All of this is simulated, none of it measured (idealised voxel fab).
The document below concerns the process module designated voxel trench capacitor.
The width of the displayed cross-section, cut, is 285 nm; its cells are square, with a size of 5 nm.
If you're reading a cross-section in this doc, picture square cells in a grid; it comes to you as bands, top ones listed first down to the bottom, and a band can be one or more rows of cells.
Heads up on the band format: heights come first, top then bottom, in nm. After that it's the materials left to right, each with its width in nm. A single material flagged "full width" fills the whole band edge to edge, and "air" means there's empty space there.
Heights from 0 (as-received wafer is one material below). Bottom band endless downward, as "top 0, no bottom".
So if you see something like "30 to 40" for the width, read it as the top row of the band sitting at the first number and the bottom row at the second, with every row in between moving by the same amount as the last.
No cell of the cross-section changed in a step that is given as "changes: none".
The label "Enclosed voids" introduces a list of the empty spaces, 8 cells or larger, that have no open way up to the top; each entry in it reads width x height at distance, where the distance is taken from the left edge and all three are stated in nm.
Whatever follows a step's settings on its line is a remark the simulator itself makes about that step.
"overlay nm" on a masked step: distance the mask lay right of its planned place, negative for left.

Plan
1: RECEIVE with material Si
2: CONFORMAL_DEP with material SiN, thk nm 10
3: DIRECTIONAL_DEP with material aC, thk nm 10
4: PATTERN with tone open, mask id TRENCH, material resist, width nm 25, pitch nm 50, thk nm 30, overlay nm 0
5: DIRECTIONAL_ETCH with etch materials aC, depth nm 10
6: STRIP with etch materials resist
7: DIRECTIONAL_ETCH with etch materials SiN, depth nm 10
8: DIRECTIONAL_ETCH with etch materials Si, depth nm 30
9: STRIP with etch materials aC
10: CONFORMAL_DEP with material SiO2, thk nm 5
11: FILL_DEP with material polySi, thk nm 10
12: CMP with height nm 10

The cross-section here shows the wafer as received, i.e. in its state after step 1
* top 0, no bottom | Si full width
* Enclosed voids: none

Cross-sectional result after module completion. Note: starting condition and plan are unchanged from above; one processing mistake was made
* top 25, bottom 15 | polySi full width
* top 15, bottom 10 | SiO2=110 / polySi=15 / SiO2=35 / polySi=15 / SiO2=110
* top 10, bottom 0 | SiN=105 / SiO2=5 / polySi=15 / SiO2=5 / SiN=25 / SiO2=5 / polySi=15 / SiO2=5 / SiN=105
* top 0, bottom -25 | Si=105 / SiO2=5 / polySi=15 / SiO2=5 / Si=25 / SiO2=5 / polySi=15 / SiO2=5 / Si=105
* top -25, bottom -30 | Si=105 / SiO2=25 / Si=25 / SiO2=25 / Si=105
* top -30, no bottom | Si full width
* Enclosed voids: none
In executing the process, a mistake was made relative to the plan: plan step 12: skipped, not run
